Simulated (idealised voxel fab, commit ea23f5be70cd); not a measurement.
Process module heading - voxel transistor to metal
Pictured: cross-section cut, 210 nm wide, on a grid of 5 nm square cells.
Heads up, the way a cross-section reads in here is a grid of square cells, handed over as bands from the top down, with every band being one or more rows of cells. Top, bottom (nm), then materials left to right with widths (nm); lone material tagged "all across" fills the whole band edge to edge; "blank" = empty space. Ref level 0: as-received wafer is one material below here. Bottom band extends down with no lower bound ("0 and below"). The width entry "30->40" should be interpreted row by row: the top row of cells in the band takes the first number, the bottom row takes the second number, and the change between adjacent rows is uniform throughout. Any step labelled "nothing altered" changed none of the cells in the cross-section. Any empty space of 8 cells or more lacking an open way to the top shows up in "Voids, fully enclosed" as width x height at distance, distance from the left edge, in nm. Past the settings on a step's line: simulator remark, on that step. overlay nm: mask right of planned place by this much (step with mask). Neg. = left.

plan:
1) RECEIVE [material Si]
2) CONFORMAL_DEP [material SiO2] [thk nm 5]
3) CONFORMAL_DEP [material SiN] [thk nm 15]
4) DIRECTIONAL_DEP [material aC] [thk nm 10]
5) PATTERN [tone cover] [mask id ACTIVE] [material resist] [width nm 85] [thk nm 30] [overlay nm 0]
6) DIRECTIONAL_ETCH [etch materials aC] [depth nm 10]
7) STRIP [etch materials resist]
8) DIRECTIONAL_ETCH [etch materials SiN] [depth nm 15]
9) DIRECTIONAL_ETCH [etch materials SiO2] [depth nm 5]
10) DIRECTIONAL_ETCH [etch materials Si] [depth nm 25]
11) STRIP [etch materials aC]
12) OXIDIZE [depth nm 5]
13) FILL_DEP [material SiO2] [thk nm 15]
14) CMP [height nm 20]
15) SELECTIVE_ETCH [etch materials SiO2] [depth nm 5]
16) STRIP [etch materials SiN]
17) SELECTIVE_ETCH [etch materials SiO2] [depth nm 5]
18) OXIDIZE [depth nm 5]
19) DIRECTIONAL_DEP [material polySi] [thk nm 20]
20) DIRECTIONAL_DEP [material SiCN] [thk nm 15]
21) MASKED_ETCH [tone cover] [mask id GATE] [width nm 15] [etch materials SiCN] [depth nm 25] [overlay nm 0]
22) MASKED_ETCH [tone cover] [mask id GATE] [width nm 15] [etch materials polySi] [depth nm 30] [overlay nm 0]
23) CONFORMAL_DEP [material SiO2] [thk nm 5]
24) DIRECTIONAL_ETCH [etch materials SiO2] [depth nm 5]
25) CONFORMAL_DEP [material SiN] [thk nm 5]
26) DIRECTIONAL_ETCH [etch materials SiN] [depth nm 5]
27) DIRECTIONAL_ETCH [etch materials SiO2] [depth nm 5]
28) DIRECTIONAL_ETCH [etch materials Si] [depth nm 5]
29) EPI [material pSi] [thk nm 10]
30) FILL_DEP [material SiO2] [thk nm 5]
31) CMP [height nm 35]
32) DIRECTIONAL_DEP [material SiO2] [thk nm 15]
33) PATTERN [tone open] [mask id CONTACT] [material resist] [width nm 25] [pitch nm 50] [thk nm 15] [overlay nm 0]
34) DIRECTIONAL_ETCH [etch materials SiO2] [depth nm 50]
35) STRIP [etch materials resist]
36) CONFORMAL_DEP [material TiN] [thk nm 5]
37) FILL_DEP [material Ru] [thk nm 10]
38) CMP [height nm 50]
39) CONFORMAL_DEP [material SiCN] [thk nm 5]
40) DIRECTIONAL_DEP [material lowk] [thk nm 15]
41) DIRECTIONAL_DEP [material aC] [thk nm 15]
42) PATTERN [tone open] [mask id METAL_1] [material resist] [width nm 15] [pitch nm 60] [thk nm 30] [overlay nm 0]
43) DIRECTIONAL_ETCH [etch materials aC] [depth nm 15]
44) STRIP [etch materials resist]
45) DIRECTIONAL_ETCH [etch materials lowk] [depth nm 15]
46) DIRECTIONAL_ETCH [etch materials SiCN] [depth nm 5]
47) STRIP [etch materials aC]
48) CONFORMAL_DEP [material TiN] [thk nm 5]
49) FILL_DEP [material Ru] [thk nm 10]
50) CMP [height nm 70]
51) CONFORMAL_DEP [material SiCN] [thk nm 5]
52) DIRECTIONAL_DEP [material SiO2] [thk nm 35]
53) DIRECTIONAL_DEP [material aC] [thk nm 15]
54) PATTERN [tone open] [mask id METAL_2] [material resist] [width nm 15] [pitch nm 60] [thk nm 35] [overlay nm 0]
55) DIRECTIONAL_ETCH [etch materials aC] [depth nm 15]
56) STRIP [etch materials resist]
57) DIRECTIONAL_ETCH [etch materials SiO2] [depth nm 20]
58) STRIP [etch materials aC]
59) MASKED_ETCH [tone open] [mask id METAL_2_HOLES] [width nm 15] [pitch nm 60] [etch materials SiO2] [depth nm 15] [overlay nm 0]
60) MASKED_ETCH [tone open] [mask id METAL_2_HOLES] [width nm 15] [pitch nm 60] [etch materials SiCN] [depth nm 5] [overlay nm 0]
61) CONFORMAL_DEP [material TiN] [thk nm 5]
62) FILL_DEP [material Cu] [thk nm 5]
63) CMP [height nm 110]
64) CONFORMAL_DEP [material SiN] [thk nm 5]
Same starting wafers, different thk nm at step 2. Plan value belongs to the first wafer.

Cross-section: the first of several wafers in its as-received state, i.e. following step 1:
> 0 and below: Si all across
> Voids, fully enclosed: none

Below: a row per wafer. Contents at end of module: for every material, cells gained since receipt (+) or lost since receipt (-); then closed voids:
thk nm 5; +14 Cu; +42 Ru; -185 Si; +81 SiCN; +60 SiN; +716 SiO2; +98 TiN; +108 lowk; +20 pSi; +12 polySi; Voids, fully enclosed: none
thk nm 10; +14 Cu; +38 Ru; -8 Si; +78 SiCN; +56 SiN; +554 SiO2; +90 TiN; +108 lowk; +24 pSi; +12 polySi; Voids, fully enclosed: none
thk nm 15; +14 Cu; +46 Ru; +75 SiCN; +52 SiN; +561 SiO2; +98 TiN; +108 lowk; +12 polySi; Voids, fully enclosed: none
thk nm 20; +14 Cu; +46 Ru; +75 SiCN; +52 SiN; +561 SiO2; +98 TiN; +108 lowk; +12 polySi; Voids, fully enclosed: none
